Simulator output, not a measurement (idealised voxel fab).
The following is a process module called voxel plated lines.
This is section cut - it's 270 nm across, gridded in 5 nm square cells.
Square cells in a grid make up a cross-section in this document, and the grid is given as bands, listed from the top down, each one or more rows of cells.
Top height, bottom height, nm. Materials left to right, width each, nm. Single material + "throughout" = fills band edge to edge. "blank" = empty.
Height reference: 0 = level under which incoming wafer is all one material. Lowest band: no bottom, runs on downward, e.g. "z 0 and below".
The two numbers in a width such as "30 to 40" mark its ends across the band: the first belongs to the top row of cells, the second to the bottom row, and from each row to the next the width moves by the same amount.
Key: "no alterations made" - step with no changed cell in the cross-section.
The entry titled "Enclosed internal cavities" provides the empty spaces that have no open way to the top, restricted to those of 8 cells or more. Each is presented as width x height at distance, the distance being measured from the left edge, with all three in nm.
Heads up: the bit after the settings on a step's line is the simulator's remark on that step.
"overlay nm" on a masked step: distance the mask lay right of its planned place, negative for left.
This section lists the process steps that were planned:
- 1: RECEIVE | material Si
- 2: CONFORMAL_DEP | material SiO2 | thk nm 15
- 3: DIRECTIONAL_DEP | material TiN | thk nm 5
- 4: PATTERN | tone open | mask id LINES | material resist | width nm 15 | pitch nm 40 | thk nm 25 | overlay nm 0
- 5: EPI | material Ru | thk nm 5
- 6: EPI | material Ru | thk nm 10
- 7: STRIP | etch materials resist
- 8: DIRECTIONAL_ETCH | etch materials TiN | depth nm 5
- 9: CONFORMAL_DEP | material SiCN | thk nm 5
Incoming wafer, cross-sectional view, post step 1:
- z 0 and below = Si throughout
- Enclosed internal cavities: none
Cross-section, first of two wafers, end of module, run as planned:
- z 40 to 35 = blank 60 nm; SiCN 25 nm; blank 15 nm; SiCN 25 nm; blank 15 nm; SiCN 25 nm; blank 15 nm; SiCN 25 nm; blank 65 nm
- z 35 to 20 = blank 60 nm; SiCN 5 nm; Ru 15 nm; SiCN 5 nm; blank 15 nm; SiCN 5 nm; Ru 15 nm; SiCN 5 nm; blank 15 nm; SiCN 5 nm; Ru 15 nm; SiCN 5 nm; blank 15 nm; SiCN 5 nm; Ru 15 nm; SiCN 5 nm; blank 65 nm
- z 20 to 15 = SiCN 65 nm; TiN 15 nm; SiCN 25 nm; TiN 15 nm; SiCN 25 nm; TiN 15 nm; SiCN 25 nm; TiN 15 nm; SiCN 70 nm
- z 15 to 0 = SiO2 throughout
- z 0 and below = Si throughout
- Enclosed internal cavities: none
Cross-section at end of module for the second wafer of two, which matched the first in starting point and plan and differed by one mistake in its processing:
- z 40 to 35 = SiCN 70 nm; blank 5 nm; SiCN 35 nm; blank 5 nm; SiCN 35 nm; blank 5 nm; SiCN 35 nm; blank 5 nm; SiCN 75 nm
- z 35 to 20 = Ru 65 nm; SiCN 5 nm; blank 5 nm; SiCN 5 nm; Ru 25 nm; SiCN 5 nm; blank 5 nm; SiCN 5 nm; Ru 25 nm; SiCN 5 nm; blank 5 nm; SiCN 5 nm; Ru 25 nm; SiCN 5 nm; blank 5 nm; SiCN 5 nm; Ru 70 nm
- z 20 to 15 = TiN 65 nm; SiCN 15 nm; TiN 25 nm; SiCN 15 nm; TiN 25 nm; SiCN 15 nm; TiN 25 nm; SiCN 15 nm; TiN 70 nm
- z 15 to 0 = SiO2 throughout
- z 0 and below = Si throughout
- Enclosed internal cavities: none
Error vs. plan: step 4 ran with different settings than intended, the actual operation and settings being PATTERN | tone cover | mask id LINES | material resist | width nm 15 | pitch nm 40 | thk nm 25 | overlay nm 0
It is noted that, at the conclusion of processing, the second wafer exhibits a higher or lower cell count for certain materials relative to the first: Ru: 90 more; TiN: 30 more
